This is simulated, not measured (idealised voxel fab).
Presented below is a process module, voxel wiring stack.
Cross-section cut: width 180 nm, square cells of 5 nm.
How to read a cross-section here: the picture is a grid of square cells, written as bands going from the top down, and any band can span one or more rows of cells. Look at the band entry: it leads with the top's height and the bottom's height in nm. Then it lists the materials left to right, with a width in nm for each. The word "everywhere" on a single material says that material fills the band edge to edge. The word "blank" is empty space. A quick word on heights: they are counted from 0, and under that level the wafer as it came to us is one material throughout. The lowest band is different from the rest in having no bottom; it simply continues downward, written as in "0 nm and below". Width: "30..40" (first number = top row, second number = bottom row, same change from row to row of cells). When a step is marked "remains unaltered", none of the cells in the cross-section changed during that step. Closed-off voids of 8+ cells (no open route to the top) go in "Cavities, closed", written width x height at distance from the left edge, in nm. What comes after the settings on a step's line is commentary from the simulator itself on that step. When a step includes a mask, the "overlay nm" setting on its line states how far to the right of its planned place that mask lay, and negative values state how far to the left.

The steps planned for the process are as follows
1) RECEIVE [material Si]
2) CONFORMAL_DEP [material SiO2] [thk nm 10]
3) CONFORMAL_DEP [material SiN] [thk nm 5]
4) DIRECTIONAL_DEP [material SiO2] [thk nm 25]
5) PATTERN [tone open] [mask id METAL_1] [material resist] [width nm 30] [pitch nm 60] [thk nm 20] [overlay nm 0]
6) DIRECTIONAL_ETCH [etch materials SiO2] [depth nm 25]
7) DIRECTIONAL_ETCH [etch materials SiN] [depth nm 5]
8) STRIP [etch materials resist]
9) CONFORMAL_DEP [material TiN] [thk nm 5]
10) FILL_DEP [material W] [thk nm 5]
11) CMP [height nm 40]
12) CONFORMAL_DEP [material SiCN] [thk nm 5]
13) DIRECTIONAL_DEP [material SiO2] [thk nm 10]
14) MASKED_ETCH [tone open] [mask id PLUG_1] [width nm 15] [etch materials SiO2] [depth nm 10] [overlay nm 0]
15) MASKED_ETCH [tone open] [mask id PLUG_1] [width nm 15] [etch materials SiCN] [depth nm 5] [overlay nm 0]
16) CONFORMAL_DEP [material TiN] [thk nm 5]
17) FILL_DEP [material Cu] [thk nm 5]
18) CMP [height nm 55]
19) DIRECTIONAL_DEP [material TiN] [thk nm 5]
20) DIRECTIONAL_DEP [material Ru] [thk nm 25]
21) PATTERN [tone cover] [mask id METAL_2] [material resist] [width nm 30] [pitch nm 60] [thk nm 15] [overlay nm 0]
22) DIRECTIONAL_ETCH [etch materials Ru] [depth nm 25]
23) DIRECTIONAL_ETCH [etch materials TiN] [depth nm 5]
24) STRIP [etch materials resist]
25) CONFORMAL_DEP [material SiCN] [thk nm 5]
26) FILL_DEP [material SiO2] [thk nm 10]
27) CMP [height nm 85]
28) CONFORMAL_DEP [material SiCN] [thk nm 5]
29) DIRECTIONAL_DEP [material SiO2] [thk nm 30]
30) DIRECTIONAL_DEP [material aC] [thk nm 10]
31) PATTERN [tone open] [mask id METAL_3_HOLES] [material resist] [width nm 15] [pitch nm 60] [thk nm 30] [overlay nm 0]
32) DIRECTIONAL_ETCH [etch materials aC] [depth nm 10]
33) STRIP [etch materials resist]
34) DIRECTIONAL_ETCH [etch materials SiO2] [depth nm 30]
35) STRIP [etch materials aC]
36) PATTERN [tone open] [mask id METAL_3] [material resist] [width nm 30] [pitch nm 60] [thk nm 15] [overlay nm 0]
37) DIRECTIONAL_ETCH [etch materials SiO2] [depth nm 20]
38) DIRECTIONAL_ETCH [etch materials SiCN] [depth nm 5]
39) STRIP [etch materials resist]
40) CONFORMAL_DEP [material TiN] [thk nm 5]
41) FILL_DEP [material Cu] [thk nm 10]
42) CMP [height nm 120]
43) CONFORMAL_DEP [material SiN] [thk nm 5]

The first of two wafers, run as planned

Step 1 complete: cross-section of the wafer as received
    0 nm and below = Si everywhere
    Cavities, closed: none

Cross-section: wafer state after step 2
    10 nm to 0 nm = SiO2 everywhere
    Note: structure below 0 unchanged.

Cross-section: wafer state after step 3
    15 nm to 10 nm = SiN everywhere
    Note: structure below 10 unchanged.

Cross-section: wafer state after step 4
    40 nm to 15 nm = SiO2 everywhere
    Note: structure below 15 unchanged.

Cross-section: wafer state after step 5
    60 nm to 40 nm = resist 45, blank 30, resist 30, blank 30, resist 45
    Note: structure below 40 unchanged.

Cross-section: wafer state after step 6
    60 nm to 40 nm = resist 45, blank 30, resist 30, blank 30, resist 45
    40 nm to 15 nm = SiO2 45, blank 30, SiO2 30, blank 30, SiO2 45
    Note: structure below 15 unchanged.

Cross-section: wafer state after step 7
    60 nm to 40 nm = resist 45, blank 30, resist 30, blank 30, resist 45
    40 nm to 15 nm = SiO2 45, blank 30, SiO2 30, blank 30, SiO2 45
    15 nm to 10 nm = SiN 45, blank 30, SiN 30, blank 30, SiN 45
    Note: structure below 10 unchanged.

Cross-section: wafer state after step 8
    40 nm to 15 nm = SiO2 45, blank 30, SiO2 30, blank 30, SiO2 45
    Note: structure below 15 unchanged.

Cross-section: wafer state after step 9
    45 nm to 40 nm = TiN 50, blank 20, TiN 40, blank 20, TiN 50
    40 nm to 15 nm = SiO2 45, TiN 5, blank 20, TiN 5, SiO2 30, TiN 5, blank 20, TiN 5, SiO2 45
    15 nm to 10 nm = SiN 45, TiN 30, SiN 30, TiN 30, SiN 45
    Note: structure below 10 unchanged.

Cross-section: wafer state after step 10
    50 nm to 45 nm = W everywhere
    45 nm to 40 nm = TiN 50, W 20, TiN 40, W 20, TiN 50
    40 nm to 15 nm = SiO2 45, TiN 5, W 20, TiN 5, SiO2 30, TiN 5, W 20, TiN 5, SiO2 45
    Note: structure below 15 unchanged.

Cross-section: wafer state after step 11
    40 nm to 15 nm = SiO2 45, TiN 5, W 20, TiN 5, SiO2 30, TiN 5, W 20, TiN 5, SiO2 45
    Note: structure below 15 unchanged.

Cross-section: wafer state after step 12
    45 nm to 40 nm = SiCN everywhere
    Note: structure below 40 unchanged.

Cross-section: wafer state after step 13
    55 nm to 45 nm = SiO2 everywhere
    Note: structure below 45 unchanged.

Cross-section: wafer state after step 14
    55 nm to 45 nm = SiO2 45, blank 15, SiO2 120
    Note: structure below 45 unchanged.

Cross-section: wafer state after step 15
    55 nm to 45 nm = SiO2 45, blank 15, SiO2 120
    45 nm to 40 nm = SiCN 45, blank 15, SiCN 120
    Note: structure below 40 unchanged.

Cross-section: wafer state after step 16
    60 nm to 55 nm = TiN 50, blank 5, TiN 125
    55 nm to 45 nm = SiO2 45, TiN 5, blank 5, TiN 5, SiO2 120
    45 nm to 40 nm = SiCN 45, TiN 15, SiCN 120
    Note: structure below 40 unchanged.

Cross-section: wafer state after step 17
    65 nm to 60 nm = Cu everywhere
    60 nm to 55 nm = TiN 50, Cu 5, TiN 125
    55 nm to 45 nm = SiO2 45, TiN 5, Cu 5, TiN 5, SiO2 120
    Note: structure below 45 unchanged.

Cross-section: wafer state after step 18
    55 nm to 45 nm = SiO2 45, TiN 5, Cu 5, TiN 5, SiO2 120
    Note: structure below 45 unchanged.

Cross-section: wafer state after step 19
    60 nm to 55 nm = TiN everywhere
    Note: structure below 55 unchanged.

Cross-section: wafer state after step 20
    85 nm to 60 nm = Ru everywhere
    Note: structure below 60 unchanged.

Cross-section: wafer state after step 21
    100 nm to 85 nm = blank 45, resist 30, blank 30, resist 30, blank 45
    Note: structure below 85 unchanged.

Cross-section: wafer state after step 22
    100 nm to 85 nm = blank 45, resist 30, blank 30, resist 30, blank 45
    85 nm to 60 nm = blank 45, Ru 30, blank 30, Ru 30, blank 45
    Note: structure below 60 unchanged.

Cross-section: wafer state after step 23
    100 nm to 85 nm = blank 45, resist 30, blank 30, resist 30, blank 45
    85 nm to 60 nm = blank 45, Ru 30, blank 30, Ru 30, blank 45
    60 nm to 55 nm = blank 45, TiN 30, blank 30, TiN 30, blank 45
    Note: structure below 55 unchanged.

Cross-section: wafer state after step 24
    85 nm to 60 nm = blank 45, Ru 30, blank 30, Ru 30, blank 45
    Note: structure below 60 unchanged.

Cross-section: wafer state after step 25
    90 nm to 85 nm = blank 40, SiCN 40, blank 20, SiCN 40, blank 40
    85 nm to 60 nm = blank 40, SiCN 5, Ru 30, SiCN 5, blank 20, SiCN 5, Ru 30, SiCN 5, blank 40
    60 nm to 55 nm = SiCN 45, TiN 30, SiCN 30, TiN 30, SiCN 45
    Note: structure below 55 unchanged.

Cross-section: wafer state after step 26
    100 nm to 90 nm = SiO2 everywhere
    90 nm to 85 nm = SiO2 40, SiCN 40, SiO2 20, SiCN 40, SiO2 40
    85 nm to 60 nm = SiO2 40, SiCN 5, Ru 30, SiCN 5, SiO2 20, SiCN 5, Ru 30, SiCN 5, SiO2 40
    Note: structure below 60 unchanged.

Cross-section: wafer state after step 27
    85 nm to 60 nm = SiO2 40, SiCN 5, Ru 30, SiCN 5, SiO2 20, SiCN 5, Ru 30, SiCN 5, SiO2 40
    Note: structure below 60 unchanged.

Cross-section: wafer state after step 28
    90 nm to 85 nm = SiCN everywhere
    Note: structure below 85 unchanged.

Cross-section: wafer state after step 29
    120 nm to 90 nm = SiO2 everywhere
    Note: structure below 90 unchanged.

Cross-section: wafer state after step 30
    130 nm to 120 nm = aC everywhere
    Note: structure below 120 unchanged.

Cross-section: wafer state after step 31
    160 nm to 130 nm = resist 45, blank 15, resist 45, blank 15, resist 60
    Note: structure below 130 unchanged.

Cross-section: wafer state after step 32
    150 nm to 130 nm = resist 45, blank 15, resist 45, blank 15, resist 60
    130 nm to 120 nm = aC 45, blank 15, aC 45, blank 15, aC 60
    Note: structure below 120 unchanged.

Cross-section: wafer state after step 33
    130 nm to 120 nm = aC 45, blank 15, aC 45, blank 15, aC 60
    Note: structure below 120 unchanged.

Cross-section: wafer state after step 34
    130 nm to 120 nm = aC 45, blank 15, aC 45, blank 15, aC 60
    120 nm to 90 nm = SiO2 45, blank 15, SiO2 45, blank 15, SiO2 60
    Note: structure below 90 unchanged.

Cross-section: wafer state after step 35
    120 nm to 90 nm = SiO2 45, blank 15, SiO2 45, blank 15, SiO2 60
    Note: structure below 90 unchanged.

Cross-section: wafer state after step 36
    135 nm to 120 nm = resist 45, blank 30, resist 30, blank 30, resist 45
    Note: structure below 120 unchanged.

Cross-section: wafer state after step 37
    135 nm to 120 nm = resist 45, blank 30, resist 30, blank 30, resist 45
    120 nm to 100 nm = SiO2 45, blank 30, SiO2 30, blank 30, SiO2 45
    Note: structure below 100 unchanged.

Cross-section: wafer state after step 38
    135 nm to 120 nm = resist 45, blank 30, resist 30, blank 30, resist 45
    120 nm to 100 nm = SiO2 45, blank 30, SiO2 30, blank 30, SiO2 45
    100 nm to 90 nm = SiO2 45, blank 15, SiO2 45, blank 15, SiO2 60
    90 nm to 85 nm = SiCN 45, blank 15, SiCN 45, blank 15, SiCN 60
    Note: structure below 85 unchanged.

Cross-section: wafer state after step 39
    120 nm to 100 nm = SiO2 45, blank 30, SiO2 30, blank 30, SiO2 45
    Note: structure below 100 unchanged.

Cross-section: wafer state after step 40
    125 nm to 120 nm = TiN 50, blank 20, TiN 40, blank 20, TiN 50
    120 nm to 105 nm = SiO2 45, TiN 5, blank 20, TiN 5, SiO2 30, TiN 5, blank 20, TiN 5, SiO2 45
    105 nm to 100 nm = SiO2 45, TiN 5, blank 5, TiN 20, SiO2 30, TiN 5, blank 5, TiN 20, SiO2 45
    100 nm to 90 nm = SiO2 45, TiN 5, blank 5, TiN 5, SiO2 45, TiN 5, blank 5, TiN 5, SiO2 60
    90 nm to 85 nm = SiCN 45, TiN 15, SiCN 45, TiN 15, SiCN 60
    Note: structure below 85 unchanged.

Cross-section: wafer state after step 41
    135 nm to 125 nm = Cu everywhere
    125 nm to 120 nm = TiN 50, Cu 20, TiN 40, Cu 20, TiN 50
    120 nm to 105 nm = SiO2 45, TiN 5, Cu 20, TiN 5, SiO2 30, TiN 5, Cu 20, TiN 5, SiO2 45
    105 nm to 100 nm = SiO2 45, TiN 5, Cu 5, TiN 20, SiO2 30, TiN 5, Cu 5, TiN 20, SiO2 45
    100 nm to 90 nm = SiO2 45, TiN 5, Cu 5, TiN 5, SiO2 45, TiN 5, Cu 5, TiN 5, SiO2 60
    Note: structure below 90 unchanged.

Cross-section: wafer state after step 42
    120 nm to 105 nm = SiO2 45, TiN 5, Cu 20, TiN 5, SiO2 30, TiN 5, Cu 20, TiN 5, SiO2 45
    Note: structure below 105 unchanged.

Cross-section: wafer state after step 43
    125 nm to 120 nm = SiN everywhere
    Note: structure below 120 unchanged.

Wafer two. Identical start, identical plan. One mistake in execution. Identical history through step 35

The second wafer in cross-section, at the planned close of step 36
    135 nm to 120 nm = resist 45, blank 35, resist 25, blank 35, resist 40
    Note: structure below 120 unchanged.

The second wafer in cross-section, at the planned close of step 37
    135 nm to 120 nm = resist 45, blank 35, resist 25, blank 35, resist 40
    120 nm to 100 nm = SiO2 45, blank 35, SiO2 25, blank 35, SiO2 40
    Note: structure below 100 unchanged.

The second wafer in cross-section, at the planned close of step 38
    135 nm to 120 nm = resist 45, blank 35, resist 25, blank 35, resist 40
    120 nm to 100 nm = SiO2 45, blank 35, SiO2 25, blank 35, SiO2 40
    100 nm to 90 nm = SiO2 45, blank 15, SiO2 45, blank 15, SiO2 60
    90 nm to 85 nm = SiCN 45, blank 15, SiCN 45, blank 15, SiCN 60
    Note: structure below 85 unchanged.

The second wafer in cross-section, at the planned close of step 39
    120 nm to 100 nm = SiO2 45, blank 35, SiO2 25, blank 35, SiO2 40
    Note: structure below 100 unchanged.

The second wafer in cross-section, at the planned close of step 40
    125 nm to 120 nm = TiN 50, blank 25, TiN 35, blank 25, TiN 45
    120 nm to 105 nm = SiO2 45, TiN 5, blank 25, TiN 5, SiO2 25, TiN 5, blank 25, TiN 5, SiO2 40
    105 nm to 100 nm = SiO2 45, TiN 5, blank 5, TiN 25, SiO2 25, TiN 5, blank 5, TiN 25, SiO2 40
    100 nm to 90 nm = SiO2 45, TiN 5, blank 5, TiN 5, SiO2 45, TiN 5, blank 5, TiN 5, SiO2 60
    90 nm to 85 nm = SiCN 45, TiN 15, SiCN 45, TiN 15, SiCN 60
    Note: structure below 85 unchanged.

The second wafer in cross-section, at the planned close of step 41
    135 nm to 125 nm = Cu everywhere
    125 nm to 120 nm = TiN 50, Cu 25, TiN 35, Cu 25, TiN 45
    120 nm to 105 nm = SiO2 45, TiN 5, Cu 25, TiN 5, SiO2 25, TiN 5, Cu 25, TiN 5, SiO2 40
    105 nm to 100 nm = SiO2 45, TiN 5, Cu 5, TiN 25, SiO2 25, TiN 5, Cu 5, TiN 25, SiO2 40
    100 nm to 90 nm = SiO2 45, TiN 5, Cu 5, TiN 5, SiO2 45, TiN 5, Cu 5, TiN 5, SiO2 60
    Note: structure below 90 unchanged.

The second wafer in cross-section, at the planned close of step 42
    120 nm to 105 nm = SiO2 45, TiN 5, Cu 25, TiN 5, SiO2 25, TiN 5, Cu 25, TiN 5, SiO2 40
    Note: structure below 105 unchanged.

The second wafer in cross-section, at the planned close of step 43
    125 nm to 120 nm = SiN everywhere
    Note: structure below 120 unchanged.
Run error: not per plan at step 36, really ran PATTERN [tone open] [mask id METAL_3] [material resist] [width nm 35] [pitch nm 60] [thk nm 15] [overlay nm 0]
The final cell counts differ between the wafers, with the second having more or fewer of some materials than the first: 6 more of Cu, 8 fewer of SiO2, 2 more of TiN
